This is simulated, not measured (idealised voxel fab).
Process module, titled voxel ribs on slabs
The cross-section on display is named cut; it measures 285 nm wide, and its cells are 5 nm squares.
We lay out every cross-section as a grid of square cells and spell it out in bands from the top down, where one band means one or more rows of cells. Within each band entry, the heights of the top and of the bottom of the band appear first, in that order and in nm; the materials of the band then follow from left to right, each with its corresponding width in nm. The designation "throughout" on a single material indicates that it fills the band from edge to edge; the designation "air" indicates empty space. Height reference: 0 = level under which incoming wafer is all one material. Lowest band: no bottom, runs on downward, e.g. "top 0, no bottom". The notation "30->40" denotes a width that varies across the rows of cells in the band, beginning at the first number in the top row, finishing at the second number in the bottom row, and changing by an identical amount from each row to the next. "changes: none" after a step means that no cell of the cross-section changed. Empty spaces counting at least 8 cells and having no open way to the top are listed in "Sealed-off cavities". The notation width x height at distance is used for each, the distance being from the left edge and all three values in nm. If you see something after the settings on a step's line, that's the simulator's own remark about that step. The optional step-line setting "overlay nm" applies to steps with a mask and quantifies how far to the right of its planned location the mask lay, a negative value indicating leftward placement.

Steps planned for the process
1. RECEIVE: material Si
2. DIRECTIONAL_DEP: material SiO2, thk nm 30
3. DIRECTIONAL_DEP: material SiN, thk nm 15
4. DIRECTIONAL_DEP: material aC, thk nm 10
5. PATTERN: tone cover, mask id RIB, material resist, width nm 15, thk nm 25, overlay nm 0
6. DIRECTIONAL_ETCH: etch materials aC, depth nm 10
7. STRIP: etch materials resist
8. DIRECTIONAL_ETCH: etch materials SiN, depth nm 10
9. STRIP: etch materials aC
10. PATTERN: tone cover, mask id SLAB, material resist, width nm 45, thk nm 15, overlay nm 0
11. DIRECTIONAL_ETCH: etch materials SiN, depth nm 5
12. STRIP: etch materials resist
13. FILL_DEP: material SiO2, thk nm 25
14. CMP: height nm 65
15. DIRECTIONAL_DEP: material W, thk nm 5
16. MASKED_ETCH: tone cover, mask id HEATER, width nm 25, etch materials W, depth nm 5, overlay nm 0
17. CONFORMAL_DEP: material SiO2, thk nm 5

Wafer cross-section on receipt, i.e. after step 1
* top 0, no bottom | Si throughout
* Sealed-off cavities: none

The cross-section shown corresponds to the wafer at the conclusion of the module. The initial structure and the process plan are those presented above; however, one mistake occurred in executing the plan
* top 75, bottom 70 | SiO2: 135, air: 15, SiO2: 135
* top 70, bottom 65 | W: 130, SiO2: 25, W: 130
* top 65, bottom 45 | SiO2 throughout
* top 45, bottom 35 | SiO2: 135, SiN: 15, SiO2: 135
* top 35, bottom 30 | SiO2: 120, SiN: 45, SiO2: 120
* top 30, bottom 0 | SiO2 throughout
* top 0, no bottom | Si throughout
* Sealed-off cavities: none
Deviation noted in wafer processing: planned and actual differ for step 16; actual: MASKED_ETCH: tone open, mask id HEATER, width nm 25, etch materials W, depth nm 5, overlay nm 0
